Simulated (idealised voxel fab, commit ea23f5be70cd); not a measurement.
This is a process module. Its name is voxel gate over fins.
Displayed cross-section: cut, width of 255 nm, square cells sized 5 nm.
Bands, listed from the top down, are how a cross-section gets written in this document; the cross-section itself is a grid of square cells, and a band is one or more rows of them. Band: top height; bottom height; in nm. Then, left to right: material with width in nm, for each material. "edge to edge": a single material spanning edge to edge. "air": empty space. The reference from which all heights are counted is 0, the level beneath which the as-received wafer is entirely one material; the lowest band, having no lower bound, proceeds downward and is written after the example "top 0, no bottom". The two numbers in a width such as "30 to 40" mark its ends across the band: the first belongs to the top row of cells, the second to the bottom row, and from each row to the next the width moves by the same amount. "nothing was modified" means the step left every cell of the cross-section as it was. "Cavities, sealed" means: voids of 8 cells or more that are shut off from the top with no open way through. Written width x height at distance, distance from the left edge, in nm. Post-settings text on a step line: simulator's own remark regarding the step. overlay nm: mask offset rightward from planned place, masked step; negative means leftward offset.

[Below is the list of planned process steps]
1) RECEIVE: material Si
2) CONFORMAL_DEP: material SiN, thk nm 10
3) MASKED_ETCH: tone cover, mask id FINS, width nm 15, pitch nm 60, etch materials SiN, depth nm 10, overlay nm 0
4) MASKED_ETCH: tone cover, mask id FINS, width nm 15, pitch nm 60, etch materials Si, depth nm 35, overlay nm 0
5) OXIDIZE: depth nm 5
6) FILL_DEP: material SiO2, thk nm 10
7) CMP: height nm 10
8) PATTERN: tone open, mask id RAIL, material resist, width nm 15, thk nm 20, overlay nm 0
9) DIRECTIONAL_ETCH: etch materials SiO2, depth nm 40
10) STRIP: etch materials resist
11) CONFORMAL_DEP: material TiN, thk nm 5
12) FILL_DEP: material Ru, thk nm 5
13) CMP: height nm 10
14) SELECTIVE_ETCH: etch materials W Ru TiN, depth nm 30
15) FILL_DEP: material SiO2, thk nm 5
16) CMP: height nm 10
17) SELECTIVE_ETCH: etch materials SiO2, depth nm 25
18) STRIP: etch materials SiN
19) CONFORMAL_DEP: material HfO2, thk nm 5
20) CONFORMAL_DEP: material TiN, thk nm 5
21) FILL_DEP: material W, thk nm 15
22) CMP: height nm 20
23) CONFORMAL_DEP: material SiCN, thk nm 10

[So, the first of our two wafers, run just as we planned it]

[Cross-sectional view of the wafer in its as-received condition, corresponding to the state after step 1]
- top 0, no bottom  Si edge to edge
- Cavities, sealed: none

[Cross-section: wafer state after step 2]
- top 10, bottom 0  SiN edge to edge
- Unchanged below 0.

[Cross-section: wafer state after step 3]
- top 10, bottom 0  air (60) | SiN (15) | air (45) | SiN (15) | air (45) | SiN (15) | air (60)
- Unchanged below 0.

[Cross-section: wafer state after step 4]
- top 10, bottom 0  air (60) | SiN (15) | air (45) | SiN (15) | air (45) | SiN (15) | air (60)
- top 0, bottom -35  air (60) | Si (15) | air (45) | Si (15) | air (45) | Si (15) | air (60)
- Unchanged below -35.

[Cross-section: wafer state after step 5]
- top 10, bottom 0  air (60) | SiN (15) | air (45) | SiN (15) | air (45) | SiN (15) | air (60)
- top 0, bottom -35  air (60) | SiO2 (5) | Si (5) | SiO2 (5) | air (45) | SiO2 (5) | Si (5) | SiO2 (5) | air (45) | SiO2 (5) | Si (5) | SiO2 (5) | air (60)
- top -35, bottom -40  SiO2 (65) | Si (5) | SiO2 (55) | Si (5) | SiO2 (55) | Si (5) | SiO2 (65)
- Unchanged below -40.

[Cross-section: wafer state after step 6]
- top 20, bottom 10  SiO2 edge to edge
- top 10, bottom 0  SiO2 (60) | SiN (15) | SiO2 (45) | SiN (15) | SiO2 (45) | SiN (15) | SiO2 (60)
- top 0, bottom -40  SiO2 (65) | Si (5) | SiO2 (55) | Si (5) | SiO2 (55) | Si (5) | SiO2 (65)
- Unchanged below -40.

[Cross-section: wafer state after step 7]
- top 10, bottom 0  SiO2 (60) | SiN (15) | SiO2 (45) | SiN (15) | SiO2 (45) | SiN (15) | SiO2 (60)
- Unchanged below 0.

[Cross-section: wafer state after step 8]
- top 30, bottom 10  resist (90) | air (15) | resist (150)
- Unchanged below 10.

[Cross-section: wafer state after step 9]
- top 30, bottom 10  resist (90) | air (15) | resist (150)
- top 10, bottom 0  SiO2 (60) | SiN (15) | SiO2 (15) | air (15) | SiO2 (15) | SiN (15) | SiO2 (45) | SiN (15) | SiO2 (60)
- top 0, bottom -30  SiO2 (65) | Si (5) | SiO2 (20) | air (15) | SiO2 (20) | Si (5) | SiO2 (55) | Si (5) | SiO2 (65)
- Unchanged below -30.

[Cross-section: wafer state after step 10]
- top 10, bottom 0  SiO2 (60) | SiN (15) | SiO2 (15) | air (15) | SiO2 (15) | SiN (15) | SiO2 (45) | SiN (15) | SiO2 (60)
- Unchanged below 0.

[Cross-section: wafer state after step 11]
- top 15, bottom 10  TiN (95) | air (5) | TiN (155)
- top 10, bottom 0  SiO2 (60) | SiN (15) | SiO2 (15) | TiN (5) | air (5) | TiN (5) | SiO2 (15) | SiN (15) | SiO2 (45) | SiN (15) | SiO2 (60)
- top 0, bottom -25  SiO2 (65) | Si (5) | SiO2 (20) | TiN (5) | air (5) | TiN (5) | SiO2 (20) | Si (5) | SiO2 (55) | Si (5) | SiO2 (65)
- top -25, bottom -30  SiO2 (65) | Si (5) | SiO2 (20) | TiN (15) | SiO2 (20) | Si (5) | SiO2 (55) | Si (5) | SiO2 (65)
- Unchanged below -30.

[Cross-section: wafer state after step 12]
- top 20, bottom 15  Ru edge to edge
- top 15, bottom 10  TiN (95) | Ru (5) | TiN (155)
- top 10, bottom 0  SiO2 (60) | SiN (15) | SiO2 (15) | TiN (5) | Ru (5) | TiN (5) | SiO2 (15) | SiN (15) | SiO2 (45) | SiN (15) | SiO2 (60)
- top 0, bottom -25  SiO2 (65) | Si (5) | SiO2 (20) | TiN (5) | Ru (5) | TiN (5) | SiO2 (20) | Si (5) | SiO2 (55) | Si (5) | SiO2 (65)
- Unchanged below -25.

[Cross-section: wafer state after step 13]
- top 10, bottom 0  SiO2 (60) | SiN (15) | SiO2 (15) | TiN (5) | Ru (5) | TiN (5) | SiO2 (15) | SiN (15) | SiO2 (45) | SiN (15) | SiO2 (60)
- Unchanged below 0.

[Cross-section: wafer state after step 14]
- top 10, bottom 0  SiO2 (60) | SiN (15) | SiO2 (15) | air (15) | SiO2 (15) | SiN (15) | SiO2 (45) | SiN (15) | SiO2 (60)
- top 0, bottom -20  SiO2 (65) | Si (5) | SiO2 (20) | air (15) | SiO2 (20) | Si (5) | SiO2 (55) | Si (5) | SiO2 (65)
- Unchanged below -20.

[Cross-section: wafer state after step 15]
- top 15, bottom 10  SiO2 edge to edge
- top 10, bottom 0  SiO2 (60) | SiN (15) | SiO2 (45) | SiN (15) | SiO2 (45) | SiN (15) | SiO2 (60)
- top 0, bottom -20  SiO2 (65) | Si (5) | SiO2 (55) | Si (5) | SiO2 (55) | Si (5) | SiO2 (65)
- Unchanged below -20.

[Cross-section: wafer state after step 16]
- top 10, bottom 0  SiO2 (60) | SiN (15) | SiO2 (45) | SiN (15) | SiO2 (45) | SiN (15) | SiO2 (60)
- Unchanged below 0.

[Cross-section: wafer state after step 17]
- top 10, bottom 0  air (60) | SiN (15) | air (45) | SiN (15) | air (45) | SiN (15) | air (60)
- top 0, bottom -15  air (65) | Si (5) | air (55) | Si (5) | air (55) | Si (5) | air (65)
- Unchanged below -15.

[Cross-section: wafer state after step 18]
- top 0, bottom -15  air (65) | Si (5) | air (55) | Si (5) | air (55) | Si (5) | air (65)
- Unchanged below -15.

[Cross-section: wafer state after step 19]
- top 5, bottom 0  air (60) | HfO2 (15) | air (45) | HfO2 (15) | air (45) | HfO2 (15) | air (60)
- top 0, bottom -10  air (60) | HfO2 (5) | Si (5) | HfO2 (5) | air (45) | HfO2 (5) | Si (5) | HfO2 (5) | air (45) | HfO2 (5) | Si (5) | HfO2 (5) | air (60)
- top -10, bottom -15  HfO2 (65) | Si (5) | HfO2 (55) | Si (5) | HfO2 (55) | Si (5) | HfO2 (65)
- Unchanged below -15.

[Cross-section: wafer state after step 20]
- top 10, bottom 5  air (55) | TiN (25) | air (35) | TiN (25) | air (35) | TiN (25) | air (55)
- top 5, bottom 0  air (55) | TiN (5) | HfO2 (15) | TiN (5) | air (35) | TiN (5) | HfO2 (15) | TiN (5) | air (35) | TiN (5) | HfO2 (15) | TiN (5) | air (55)
- top 0, bottom -5  air (55) | TiN (5) | HfO2 (5) | Si (5) | HfO2 (5) | TiN (5) | air (35) | TiN (5) | HfO2 (5) | Si (5) | HfO2 (5) | TiN (5) | air (35) | TiN (5) | HfO2 (5) | Si (5) | HfO2 (5) | TiN (5) | air (55)
- top -5, bottom -10  TiN (60) | HfO2 (5) | Si (5) | HfO2 (5) | TiN (45) | HfO2 (5) | Si (5) | HfO2 (5) | TiN (45) | HfO2 (5) | Si (5) | HfO2 (5) | TiN (60)
- Unchanged below -10.

[Cross-section: wafer state after step 21]
- top 25, bottom 10  W edge to edge
- top 10, bottom 5  W (55) | TiN (25) | W (35) | TiN (25) | W (35) | TiN (25) | W (55)
- top 5, bottom 0  W (55) | TiN (5) | HfO2 (15) | TiN (5) | W (35) | TiN (5) | HfO2 (15) | TiN (5) | W (35) | TiN (5) | HfO2 (15) | TiN (5) | W (55)
- top 0, bottom -5  W (55) | TiN (5) | HfO2 (5) | Si (5) | HfO2 (5) | TiN (5) | W (35) | TiN (5) | HfO2 (5) | Si (5) | HfO2 (5) | TiN (5) | W (35) | TiN (5) | HfO2 (5) | Si (5) | HfO2 (5) | TiN (5) | W (55)
- Unchanged below -5.

[Cross-section: wafer state after step 22]
- top 20, bottom 10  W edge to edge
- Unchanged below 10.

[Cross-section: wafer state after step 23]
- top 30, bottom 20  SiCN edge to edge
- Unchanged below 20.

[The second wafer began exactly as the first did and followed the same plan, but one mistake was made while running it; through step 7 inclusive, the two wafers are identical]

[Cross-section of the second wafer at the time by which step 8 should have been completed according to the plan]
- top 30, bottom 10  resist (85) | air (15) | resist (155)
- Unchanged below 10.

[Cross-section of the second wafer at the time by which step 9 should have been completed according to the plan]
- top 30, bottom 10  resist (85) | air (15) | resist (155)
- top 10, bottom 0  SiO2 (60) | SiN (15) | SiO2 (10) | air (15) | SiO2 (20) | SiN (15) | SiO2 (45) | SiN (15) | SiO2 (60)
- top 0, bottom -30  SiO2 (65) | Si (5) | SiO2 (15) | air (15) | SiO2 (25) | Si (5) | SiO2 (55) | Si (5) | SiO2 (65)
- Unchanged below -30.

[Cross-section of the second wafer at the time by which step 10 should have been completed according to the plan]
- top 10, bottom 0  SiO2 (60) | SiN (15) | SiO2 (10) | air (15) | SiO2 (20) | SiN (15) | SiO2 (45) | SiN (15) | SiO2 (60)
- Unchanged below 0.

[Cross-section of the second wafer at the time by which step 11 should have been completed according to the plan]
- top 15, bottom 10  TiN (90) | air (5) | TiN (160)
- top 10, bottom 0  SiO2 (60) | SiN (15) | SiO2 (10) | TiN (5) | air (5) | TiN (5) | SiO2 (20) | SiN (15) | SiO2 (45) | SiN (15) | SiO2 (60)
- top 0, bottom -25  SiO2 (65) | Si (5) | SiO2 (15) | TiN (5) | air (5) | TiN (5) | SiO2 (25) | Si (5) | SiO2 (55) | Si (5) | SiO2 (65)
- top -25, bottom -30  SiO2 (65) | Si (5) | SiO2 (15) | TiN (15) | SiO2 (25) | Si (5) | SiO2 (55) | Si (5) | SiO2 (65)
- Unchanged below -30.

[Cross-section of the second wafer at the time by which step 12 should have been completed according to the plan]
- top 20, bottom 15  Ru edge to edge
- top 15, bottom 10  TiN (90) | Ru (5) | TiN (160)
- top 10, bottom 0  SiO2 (60) | SiN (15) | SiO2 (10) | TiN (5) | Ru (5) | TiN (5) | SiO2 (20) | SiN (15) | SiO2 (45) | SiN (15) | SiO2 (60)
- top 0, bottom -25  SiO2 (65) | Si (5) | SiO2 (15) | TiN (5) | Ru (5) | TiN (5) | SiO2 (25) | Si (5) | SiO2 (55) | Si (5) | SiO2 (65)
- Unchanged below -25.

[Cross-section of the second wafer at the time by which step 13 should have been completed according to the plan]
- top 10, bottom 0  SiO2 (60) | SiN (15) | SiO2 (10) | TiN (5) | Ru (5) | TiN (5) | SiO2 (20) | SiN (15) | SiO2 (45) | SiN (15) | SiO2 (60)
- Unchanged below 0.

[Cross-section of the second wafer at the time by which step 14 should have been completed according to the plan]
- top 10, bottom 0  SiO2 (60) | SiN (15) | SiO2 (10) | air (15) | SiO2 (20) | SiN (15) | SiO2 (45) | SiN (15) | SiO2 (60)
- top 0, bottom -20  SiO2 (65) | Si (5) | SiO2 (15) | air (15) | SiO2 (25) | Si (5) | SiO2 (55) | Si (5) | SiO2 (65)
- Unchanged below -20.

[Cross-section of the second wafer at the time by which step 15 should have been completed according to the plan]
- top 15, bottom 10  SiO2 edge to edge
- top 10, bottom 0  SiO2 (60) | SiN (15) | SiO2 (45) | SiN (15) | SiO2 (45) | SiN (15) | SiO2 (60)
- top 0, bottom -20  SiO2 (65) | Si (5) | SiO2 (55) | Si (5) | SiO2 (55) | Si (5) | SiO2 (65)
- Unchanged below -20.

[Cross-section of the second wafer at the time by which step 16 should have been completed according to the plan]
- top 10, bottom 0  SiO2 (60) | SiN (15) | SiO2 (45) | SiN (15) | SiO2 (45) | SiN (15) | SiO2 (60)
- Unchanged below 0.

[Cross-section of the second wafer at the time by which step 17 should have been completed according to the plan]
- top 10, bottom 0  air (60) | SiN (15) | air (45) | SiN (15) | air (45) | SiN (15) | air (60)
- top 0, bottom -15  air (65) | Si (5) | air (55) | Si (5) | air (55) | Si (5) | air (65)
- Unchanged below -15.

[Cross-section of the second wafer at the time by which step 18 should have been completed according to the plan]
- top 0, bottom -15  air (65) | Si (5) | air (55) | Si (5) | air (55) | Si (5) | air (65)
- Unchanged below -15.

[Cross-section of the second wafer at the time by which step 19 should have been completed according to the plan]
- top 5, bottom 0  air (60) | HfO2 (15) | air (45) | HfO2 (15) | air (45) | HfO2 (15) | air (60)
- top 0, bottom -10  air (60) | HfO2 (5) | Si (5) | HfO2 (5) | air (45) | HfO2 (5) | Si (5) | HfO2 (5) | air (45) | HfO2 (5) | Si (5) | HfO2 (5) | air (60)
- top -10, bottom -15  HfO2 (65) | Si (5) | HfO2 (55) | Si (5) | HfO2 (55) | Si (5) | HfO2 (65)
- Unchanged below -15.

[Cross-section of the second wafer at the time by which step 20 should have been completed according to the plan]
- top 10, bottom 5  air (55) | TiN (25) | air (35) | TiN (25) | air (35) | TiN (25) | air (55)
- top 5, bottom 0  air (55) | TiN (5) | HfO2 (15) | TiN (5) | air (35) | TiN (5) | HfO2 (15) | TiN (5) | air (35) | TiN (5) | HfO2 (15) | TiN (5) | air (55)
- top 0, bottom -5  air (55) | TiN (5) | HfO2 (5) | Si (5) | HfO2 (5) | TiN (5) | air (35) | TiN (5) | HfO2 (5) | Si (5) | HfO2 (5) | TiN (5) | air (35) | TiN (5) | HfO2 (5) | Si (5) | HfO2 (5) | TiN (5) | air (55)
- top -5, bottom -10  TiN (60) | HfO2 (5) | Si (5) | HfO2 (5) | TiN (45) | HfO2 (5) | Si (5) | HfO2 (5) | TiN (45) | HfO2 (5) | Si (5) | HfO2 (5) | TiN (60)
- Unchanged below -10.

[Cross-section of the second wafer at the time by which step 21 should have been completed according to the plan]
- top 25, bottom 10  W edge to edge
- top 10, bottom 5  W (55) | TiN (25) | W (35) | TiN (25) | W (35) | TiN (25) | W (55)
- top 5, bottom 0  W (55) | TiN (5) | HfO2 (15) | TiN (5) | W (35) | TiN (5) | HfO2 (15) | TiN (5) | W (35) | TiN (5) | HfO2 (15) | TiN (5) | W (55)
- top 0, bottom -5  W (55) | TiN (5) | HfO2 (5) | Si (5) | HfO2 (5) | TiN (5) | W (35) | TiN (5) | HfO2 (5) | Si (5) | HfO2 (5) | TiN (5) | W (35) | TiN (5) | HfO2 (5) | Si (5) | HfO2 (5) | TiN (5) | W (55)
- Unchanged below -5.

[Cross-section of the second wafer at the time by which step 22 should have been completed according to the plan]
- top 20, bottom 10  W edge to edge
- Unchanged below 10.

[Cross-section of the second wafer at the time by which step 23 should have been completed according to the plan]
- top 30, bottom 20  SiCN edge to edge
- Unchanged below 20.
Here's what went sideways: so step 8 ended up running with a different setting than we planned, it ran as PATTERN: tone open, mask id RAIL, material resist, width nm 15, thk nm 20, overlay nm -5
Matching per-material cell counts, mismatched positions: that is how the second wafer compares with the first at the end.
